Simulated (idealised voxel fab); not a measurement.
The name of this process module is voxel capacitor over wiring.
The cross-section on display is named cut; it measures 225 nm wide, and its cells are 5 nm squares.
Throughout this document, each cross-section is represented as a grid of square cells and is presented as a sequence of bands enumerated from the top downward, where a band comprises one or more rows of cells. The entry gives the band's vertical extent as a top height and a bottom height in nm, then its horizontal make-up as materials from left to right, each with a width in nm. "blank" stands for empty space; a single material marked "everywhere" fills the band edge to edge. Heights are expressed relative to 0, this being the level below which the as-received wafer comprises one material exclusively. The lowest band is unbounded in the downward direction and is denoted as in "z 0 and below". A width such as "30 to 40" changes by the same amount from each row of cells to the next, from the band's top row to its bottom row. Reading "nothing was modified" for a step: not a cell of the cross-section changed in it. You'll see "Closed void catalog" listing empty spaces that have no way open to the top, as long as they're 8 cells or more; the notation is width x height at distance, where the distance is from the left edge, and all of it is in nm. Whatever follows a step's settings on its line is a remark the simulator itself makes about that step. "overlay nm", when on a step's line for a step with a mask, measures how far to the right of its planned place the mask lay; a negative measure means to the left.
[plan]
1. RECEIVE,material Si
2. CONFORMAL_DEP,material SiO2,thk nm 15
3. CONFORMAL_DEP,material SiN,thk nm 5
4. DIRECTIONAL_DEP,material SiO2,thk nm 25
5. PATTERN,tone open,mask id METAL_1,material resist,width nm 30,pitch nm 80,thk nm 15,overlay nm 0
6. DIRECTIONAL_ETCH,etch materials SiO2,depth nm 25
7. DIRECTIONAL_ETCH,etch materials SiN,depth nm 5
8. STRIP,etch materials resist
9. CONFORMAL_DEP,material TiN,thk nm 5
10. FILL_DEP,material W,thk nm 10
11. CMP,height nm 45
12. CONFORMAL_DEP,material SiCN,thk nm 5
13. DIRECTIONAL_DEP,material lowk,thk nm 15
14. PATTERN,tone open,mask id PLUG_1,material resist,width nm 15,thk nm 20,overlay nm 0
15. DIRECTIONAL_ETCH,etch materials lowk,depth nm 15
16. DIRECTIONAL_ETCH,etch materials SiCN,depth nm 5
17. STRIP,etch materials resist
18. EPI,material Ru,thk nm 10
19. EPI,material Ru,thk nm 10
20. DIRECTIONAL_DEP,material TiN,thk nm 10
21. DIRECTIONAL_DEP,material HfO2,thk nm 5
22. DIRECTIONAL_DEP,material TiN,thk nm 10
23. MASKED_ETCH,tone cover,mask id UPPER_PLATE,width nm 55,etch materials TiN,depth nm 10,overlay nm 0
24. MASKED_ETCH,tone cover,mask id UPPER_PLATE,width nm 55,etch materials HfO2,depth nm 5,overlay nm 0
25. MASKED_ETCH,tone cover,mask id LOWER_PLATE,width nm 65,etch materials TiN,depth nm 10,overlay nm 0
26. FILL_DEP,material SiO2,thk nm 20
27. CMP,height nm 105
28. PATTERN,tone open,mask id PLUG_2,material resist,width nm 15,thk nm 15,overlay nm 0
29. DIRECTIONAL_ETCH,etch materials SiO2,depth nm 15
30. STRIP,etch materials resist
31. CONFORMAL_DEP,material TiN,thk nm 5
32. FILL_DEP,material Ru,thk nm 10
33. CMP,height nm 105
34. CONFORMAL_DEP,material SiN,thk nm 5
[Cross-section of the incoming wafer, state after step 1]
  z 0 and below | Si everywhere
  Closed void catalog: none
[The plan above was carried out on the starting structure above with one mistake, and this cross-section shows the wafer at the end of the module]
  z 110 to 105 | SiN everywhere
  z 105 to 95 | SiO2: 80 / TiN: 5 / Ru: 5 / TiN: 5 / SiO2: 130
  z 95 to 90 | SiO2: 80 / TiN: 15 / SiO2: 130
  z 90 to 80 | SiO2: 70 / TiN: 55 / SiO2: 100
  z 80 to 75 | SiO2: 70 / HfO2: 55 / SiO2: 100
  z 75 to 65 | SiO2: 60 / TiN: 75 / SiO2: 90
  z 65 to 50 | lowk: 70 / Ru: 15 / lowk: 140
  z 50 to 45 | SiCN: 70 / Ru: 15 / SiCN: 140
  z 45 to 20 | SiO2: 55 / TiN: 5 / W: 20 / TiN: 5 / SiO2: 50 / TiN: 5 / W: 20 / TiN: 5 / SiO2: 60
  z 20 to 15 | SiN: 55 / TiN: 30 / SiN: 50 / TiN: 30 / SiN: 60
  z 15 to 0 | SiO2 everywhere
  z 0 and below | Si everywhere
  Closed void catalog: none
What was the processing mistake? step 25 deviated from plan and actually ran as MASKED_ETCH,tone cover,mask id LOWER_PLATE,width nm 75,etch materials TiN,depth nm 10,overlay nm 0
